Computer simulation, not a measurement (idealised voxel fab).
The document below concerns the process module designated voxel self aligned vias.
The figure presents cross-section cut, which has a width of 250 nm and is divided into square cells with an edge length of 5 nm.
In what follows, cross-sections appear as grids of square cells, described through bands that run from the top down, where every band is one or more rows of cells. Within each band entry, the heights of the top and of the bottom of the band appear first, in that order and in nm; the materials of the band then follow from left to right, each with its corresponding width in nm. The designation "all across" on a single material indicates that it fills the band from edge to edge; the designation "air" indicates empty space. For the purposes of this specification, 0 denotes the height below which the wafer in its as-received condition is composed wholly of one material, and the lowermost band, lacking a lower limit, extends downward without end, as expressed in "0..down". Read "30->40" as a graded width: first number on top, second number at the bottom, same change between each pair of neighbouring rows. Given "nothing was modified" for a step, no cell of the cross-section differs between before and after that step. The entry titled "Completely enclosed voids" provides the empty spaces that have no open way to the top, restricted to those of 8 cells or more. Each is presented as width x height at distance, the distance being measured from the left edge, with all three in nm. Past the settings on a step's line: simulator remark, on that step. Among the settings permitted on a step's line is "overlay nm"; applied to a step with a mask, it specifies the extent to which the mask lay to the right of its planned position, whereas a negative figure signifies a position to the left.

Set out below are the planned steps of the process:
step 1: RECEIVE [material Si]
step 2: CONFORMAL_DEP [material SiO2] [thk nm 15]
step 3: CONFORMAL_DEP [material SiCN] [thk nm 5]
step 4: DIRECTIONAL_DEP [material SiO2] [thk nm 20]
step 5: MASKED_ETCH [tone open] [mask id LINES] [width nm 20] [pitch nm 60] [etch materials SiO2] [depth nm 20] [overlay nm 0]
step 6: CONFORMAL_DEP [material TiN] [thk nm 5]
step 7: FILL_DEP [material Ru] [thk nm 5]
step 8: CMP [height nm 40]
step 9: SELECTIVE_ETCH [etch materials W Ru TiN] [depth nm 10]
step 10: FILL_DEP [material SiN] [thk nm 5]
step 11: CMP [height nm 40]
step 12: DIRECTIONAL_DEP [material SiO2] [thk nm 15]
step 13: PATTERN [tone open] [mask id VIAS] [material resist] [width nm 30] [pitch nm 120] [thk nm 20] [overlay nm 0]
step 14: DIRECTIONAL_ETCH [etch materials SiO2] [depth nm 15]
step 15: DIRECTIONAL_ETCH [etch materials SiN] [depth nm 10]
step 16: STRIP [etch materials resist]
step 17: CONFORMAL_DEP [material TiN] [thk nm 5]
step 18: FILL_DEP [material Ru] [thk nm 10]
step 19: CMP [height nm 55]
step 20: CONFORMAL_DEP [material SiN] [thk nm 5]

Here's what the wafer looked like in cross-section when it arrived - that's after step 1:
    0..down: Si all across
    Completely enclosed voids: none

As-planned run: cross-section of the first of two wafers at end of module:
    60..55: SiN all across
    55..45: SiO2=50  TiN=5  Ru=20  TiN=5  SiO2=90  TiN=5  Ru=20  TiN=5  SiO2=50
    45..40: SiO2=50  TiN=10  Ru=10  TiN=10  SiO2=90  TiN=10  Ru=10  TiN=10  SiO2=50
    40..35: SiO2=55  TiN=5  Ru=10  TiN=5  SiO2=40  SiN=20  SiO2=40  TiN=5  Ru=10  TiN=5  SiO2=55
    35..30: SiO2=55  TiN=20  SiO2=40  SiN=20  SiO2=40  TiN=20  SiO2=55
    30..25: SiO2=55  TiN=5  Ru=10  TiN=5  SiO2=40  TiN=5  Ru=10  TiN=5  SiO2=40  TiN=5  Ru=10  TiN=5  SiO2=55
    25..20: SiO2=55  TiN=20  SiO2=40  TiN=20  SiO2=40  TiN=20  SiO2=55
    20..15: SiCN all across
    15..0: SiO2 all across
    0..down: Si all across
    Completely enclosed voids: none

So this is wafer number two of the two, cut at the end of the module - it started where the first did and had the same plan, we just got one thing wrong running it:
    60..55: SiN all across
    55..40: SiO2=50  TiN=5  Ru=20  TiN=5  SiO2=90  TiN=5  Ru=20  TiN=5  SiO2=50
    40..35: SiO2=50  TiN=5  Ru=20  TiN=5  SiO2=35  SiN=20  SiO2=35  TiN=5  Ru=20  TiN=5  SiO2=50
    35..30: SiO2=50  TiN=30  SiO2=35  SiN=20  SiO2=35  TiN=30  SiO2=50
    30..25: SiO2=50  TiN=10  Ru=10  TiN=10  SiO2=35  TiN=5  Ru=10  TiN=5  SiO2=35  TiN=10  Ru=10  TiN=10  SiO2=50
    25..20: SiO2=55  TiN=20  SiO2=40  TiN=20  SiO2=40  TiN=20  SiO2=55
    20..15: SiCN all across
    15..0: SiO2 all across
    0..down: Si all across
    Completely enclosed voids: none
Finding, execution versus plan: step 14 in the plan was executed twice
Upon completion, the second wafer contains, in terms of cells, a greater or smaller amount of certain materials than the first wafer: +8 Ru | -12 SiO2 | +4 TiN
